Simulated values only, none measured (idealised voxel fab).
process module | voxel capacitor over wiring
cross-section cut | 215 nm wide | cells 5 nm
A cross-section is a grid of square cells, given in bands from the top down. A band is one or more rows of cells.
Each band's line starts with the height of the band's top and of its bottom, in nm. Then come its materials from left to right, each with its width in nm. One material with "throughout" fills the band from edge to edge. "air" is empty space.
Height 0 is the level under which the wafer as received is all one material. The lowest band goes on downwards, as in "0 down".
A width such as "30 to 40" changes by the same amount from each row of cells to the next, from the band's top row to its bottom row.
"no change" after a step means that no cell of the cross-section changed.
closed voids: empty space of 8 cells or more with no open way to the top, each as width x height at its distance from the left edge, in nm
after a step's settings: what the simulator itself notes on the step
overlay nm, on a step with a mask: how far to the right of its planned place the mask lay; to the left if negative
plan
1 op RECEIVE | material Si
2 op CONFORMAL_DEP | material SiO2 | thk nm 15
3 op DIRECTIONAL_DEP | material TiN | thk nm 5
4 op DIRECTIONAL_DEP | material W | thk nm 20
5 op MASKED_ETCH | tone cover | mask id METAL_1 | width nm 20 | pitch nm 90 | etch materials W | depth nm 20 | overlay nm 0
6 op MASKED_ETCH | tone cover | mask id METAL_1 | width nm 20 | pitch nm 90 | etch materials TiN | depth nm 5 | overlay nm 0
7 op FILL_DEP | material SiO2 | thk nm 10
8 op CMP | height nm 40
9 op CONFORMAL_DEP | material SiCN | thk nm 5
10 op DIRECTIONAL_DEP | material SiO2 | thk nm 15
11 op MASKED_ETCH | tone open | mask id PLUG_1 | width nm 15 | etch materials SiO2 | depth nm 15 | overlay nm 0
12 op MASKED_ETCH | tone open | mask id PLUG_1 | width nm 15 | etch materials SiCN | depth nm 5 | overlay nm 0
13 op CONFORMAL_DEP | material TiN | thk nm 5
14 op FILL_DEP | material Ru | thk nm 5
15 op CMP | height nm 60
16 op DIRECTIONAL_DEP | material TiN | thk nm 5
17 op DIRECTIONAL_DEP | material HfO2 | thk nm 5
18 op DIRECTIONAL_DEP | material TiN | thk nm 5
19 op PATTERN | tone cover | mask id UPPER_PLATE | material resist | width nm 75 | thk nm 20 | overlay nm 0
20 op DIRECTIONAL_ETCH | etch materials TiN | depth nm 5
21 op DIRECTIONAL_ETCH | etch materials HfO2 | depth nm 5
22 op STRIP | etch materials resist
23 op MASKED_ETCH | tone cover | mask id LOWER_PLATE | width nm 85 | etch materials TiN | depth nm 5 | overlay nm 0
24 op FILL_DEP | material SiO2 | thk nm 15
25 op CMP | height nm 85
26 op MASKED_ETCH | tone open | mask id PLUG_2 | width nm 15 | etch materials SiO2 | depth nm 10 | overlay nm 0
27 op CONFORMAL_DEP | material TiN | thk nm 5
28 op FILL_DEP | material W | thk nm 10
29 op CMP | height nm 85
30 op CONFORMAL_DEP | material SiN | thk nm 5
first wafer, as planned
as received, after step 1
  0 down: Si throughout
  closed voids: none
after step 2
  15 to 0: SiO2 throughout
  below 0: unchanged
after step 3
  20 to 15: TiN throughout
  below 15: unchanged
after step 4
  40 to 20: W throughout
  below 20: unchanged
after step 5
  40 to 20: air 50 | W 20 | air 70 | W 20 | air 55
  below 20: unchanged
after step 6
  40 to 20: air 50 | W 20 | air 70 | W 20 | air 55
  20 to 15: air 50 | TiN 20 | air 70 | TiN 20 | air 55
  below 15: unchanged
after step 7
  50 to 40: SiO2 throughout
  40 to 20: SiO2 50 | W 20 | SiO2 70 | W 20 | SiO2 55
  20 to 15: SiO2 50 | TiN 20 | SiO2 70 | TiN 20 | SiO2 55
  below 15: unchanged
after step 8
  40 to 20: SiO2 50 | W 20 | SiO2 70 | W 20 | SiO2 55
  below 20: unchanged
after step 9
  45 to 40: SiCN throughout
  below 40: unchanged
after step 10
  60 to 45: SiO2 throughout
  below 45: unchanged
after step 11
  60 to 45: SiO2 55 | air 15 | SiO2 145
  below 45: unchanged
after step 12
  60 to 45: SiO2 55 | air 15 | SiO2 145
  45 to 40: SiCN 55 | air 15 | SiCN 145
  below 40: unchanged
after step 13
  65 to 60: TiN 60 | air 5 | TiN 150
  60 to 45: SiO2 55 | TiN 5 | air 5 | TiN 5 | SiO2 145
  45 to 40: SiCN 55 | TiN 15 | SiCN 145
  below 40: unchanged
after step 14
  70 to 65: Ru throughout
  65 to 60: TiN 60 | Ru 5 | TiN 150
  60 to 45: SiO2 55 | TiN 5 | Ru 5 | TiN 5 | SiO2 145
  below 45: unchanged
after step 15
  60 to 45: SiO2 55 | TiN 5 | Ru 5 | TiN 5 | SiO2 145
  below 45: unchanged
after step 16
  65 to 60: TiN throughout
  below 60: unchanged
after step 17
  70 to 65: HfO2 throughout
  below 65: unchanged
after step 18
  75 to 70: TiN throughout
  below 70: unchanged
after step 19
  95 to 75: air 55 | resist 75 | air 85
  below 75: unchanged
after step 20
  95 to 75: air 55 | resist 75 | air 85
  75 to 70: air 55 | TiN 75 | air 85
  below 70: unchanged
after step 21
  95 to 75: air 55 | resist 75 | air 85
  75 to 70: air 55 | TiN 75 | air 85
  70 to 65: air 55 | HfO2 75 | air 85
  below 65: unchanged
after step 22
  75 to 70: air 55 | TiN 75 | air 85
  below 70: unchanged
after step 23
  75 to 70: air 55 | TiN 75 | air 85
  70 to 65: air 55 | HfO2 75 | air 85
  65 to 60: air 50 | TiN 85 | air 80
  below 60: unchanged
after step 24
  90 to 75: SiO2 throughout
  75 to 70: SiO2 55 | TiN 75 | SiO2 85
  70 to 65: SiO2 55 | HfO2 75 | SiO2 85
  65 to 60: SiO2 50 | TiN 85 | SiO2 80
  below 60: unchanged
after step 25
  85 to 75: SiO2 throughout
  below 75: unchanged
after step 26
  85 to 75: SiO2 65 | air 15 | SiO2 135
  below 75: unchanged
after step 27
  90 to 85: TiN 70 | air 5 | TiN 140
  85 to 80: SiO2 65 | TiN 5 | air 5 | TiN 5 | SiO2 135
  80 to 70: SiO2 65 to 55 | TiN 15 to 75 | SiO2 135 to 85
  below 70: unchanged
after step 28
  100 to 90: W throughout
  90 to 85: TiN 70 | W 5 | TiN 140
  85 to 80: SiO2 65 | TiN 5 | W 5 | TiN 5 | SiO2 135
  below 80: unchanged
after step 29
  85 to 80: SiO2 65 | TiN 5 | W 5 | TiN 5 | SiO2 135
  below 80: unchanged
after step 30
  90 to 85: SiN throughout
  below 85: unchanged
second wafer: like start, like plan, one mistake. Through step 15 it matches the first wafer
when step 16 should have ended
  75 to 60: TiN throughout
  below 60: unchanged
when step 17 should have ended
  80 to 75: HfO2 throughout
  below 75: unchanged
when step 18 should have ended
  85 to 80: TiN throughout
  below 80: unchanged
when step 19 should have ended
  105 to 85: air 55 | resist 75 | air 85
  below 85: unchanged
when step 20 should have ended
  105 to 85: air 55 | resist 75 | air 85
  85 to 80: air 55 | TiN 75 | air 85
  below 80: unchanged
when step 21 should have ended
  105 to 85: air 55 | resist 75 | air 85
  85 to 80: air 55 | TiN 75 | air 85
  80 to 75: air 55 | HfO2 75 | air 85
  below 75: unchanged
when step 22 should have ended
  85 to 80: air 55 | TiN 75 | air 85
  below 80: unchanged
when step 23 should have ended
  85 to 80: air 55 | TiN 75 | air 85
  80 to 75: air 55 | HfO2 75 | air 85
  75 to 70: air 50 | TiN 85 | air 80
  below 70: unchanged
when step 24 should have ended
  100 to 85: SiO2 throughout
  85 to 80: SiO2 55 | TiN 75 | SiO2 85
  80 to 75: SiO2 55 | HfO2 75 | SiO2 85
  75 to 70: SiO2 50 | TiN 85 | SiO2 80
  below 70: unchanged
when step 25 should have ended
  85 to 80: SiO2 55 | TiN 75 | SiO2 85
  below 80: unchanged
when step 26 should have ended: no change
when step 27 should have ended
  90 to 85: TiN throughout
  below 85: unchanged
when step 28 should have ended
  100 to 90: W throughout
  below 90: unchanged
when step 29 should have ended
  85 to 80: SiO2 55 | TiN 75 | SiO2 85
  below 80: unchanged
when step 30 should have ended
  90 to 85: SiN throughout
  below 85: unchanged
what went wrong: step 16 ran as: op DIRECTIONAL_DEP | material TiN | thk nm 15
at the end the second wafer has, in cells: 80 fewer of SiO2 | 81 more of TiN | 1 fewer of W
